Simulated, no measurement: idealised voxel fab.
This is a process module. Its name is voxel self aligned contacts.
Cross-section cut spans 180 nm and uses square cells 5 nm in size.
How to read a cross-section here: the picture is a grid of square cells, written as bands going from the top down, and any band can span one or more rows of cells. Band entry format. Leading values: height of top, height of bottom, nm. Remainder: materials in left-to-right order, each with its width in nm. Special words: "full width" on a single material, which then fills the band edge to edge; "air", empty space. Height is counted from the level 0, under which the received wafer is composed throughout of one material. The lowest of the bands is not closed at the bottom but continues downward, in the notation "0 down". Read "30 to 40" as a graded width: first number on top, second number at the bottom, same change between each pair of neighbouring rows. Step note "no change occurred" = no cross-section cell changed. Voids not open to the top, 8 cells minimum: see "Closed void listing". Written width x height at distance; distance is from the left edge; nm. Read whatever lies past the settings on a step's line as the simulator's own remark about the step. The optional step-line setting "overlay nm" applies to steps with a mask and quantifies how far to the right of its planned location the mask lay, a negative value indicating leftward placement.
Planned step list for the process
step 1: RECEIVE,material Si
step 2: OXIDIZE,depth nm 5
step 3: DIRECTIONAL_DEP,material polySi,thk nm 30
step 4: DIRECTIONAL_DEP,material SiN,thk nm 20
step 5: MASKED_ETCH,tone cover,mask id GATE,width nm 25,pitch nm 55,etch materials SiN,depth nm 20,overlay nm 0
step 6: MASKED_ETCH,tone cover,mask id GATE,width nm 25,pitch nm 55,etch materials polySi,depth nm 30,overlay nm 0
step 7: CONFORMAL_DEP,material SiN,thk nm 5
step 8: DIRECTIONAL_ETCH,etch materials SiN,depth nm 5
step 9: FILL_DEP,material SiO2,thk nm 20
step 10: CMP,height nm 60
step 11: MASKED_ETCH,tone open,mask id CONTACT,width nm 40,pitch nm 55,etch materials SiO2,depth nm 65,overlay nm 0
step 12: CONFORMAL_DEP,material TiN,thk nm 5
step 13: FILL_DEP,material Ru,thk nm 5
step 14: CMP,height nm 60
step 15: CONFORMAL_DEP,material SiCN,thk nm 5
Received-state cross-section, reflecting completion of step 1
- 0 down: Si full width
- Closed void listing: none
Cross-section, end of module. Start: as above. Plan: as above. Execution: one mistake
- 65 to 60: SiCN full width
- 60 to 50: 40 SiO2; 5 to 15 TiN; 30 to 10 Ru; 5 to 15 TiN; 15 SiO2; 5 to 15 TiN; 30 to 10 Ru; 5 to 15 TiN; 45 SiO2
- 50 to 35: 15 SiO2; 35 SiN; 5 TiN; 10 Ru; 5 TiN; 35 SiN; 5 TiN; 10 Ru; 5 TiN; 35 SiN; 20 SiO2
- 35 to 30: 15 SiO2; 35 SiN; 20 TiN; 35 SiN; 20 TiN; 35 SiN; 20 SiO2
- 30 to 0: TiN full width
- 0 to -5: SiO2 full width
- -5 down: Si full width
- Closed void listing: none
What went wrong in running the wafer? step 3 deviated from plan and actually ran as DIRECTIONAL_DEP,material TiN,thk nm 30
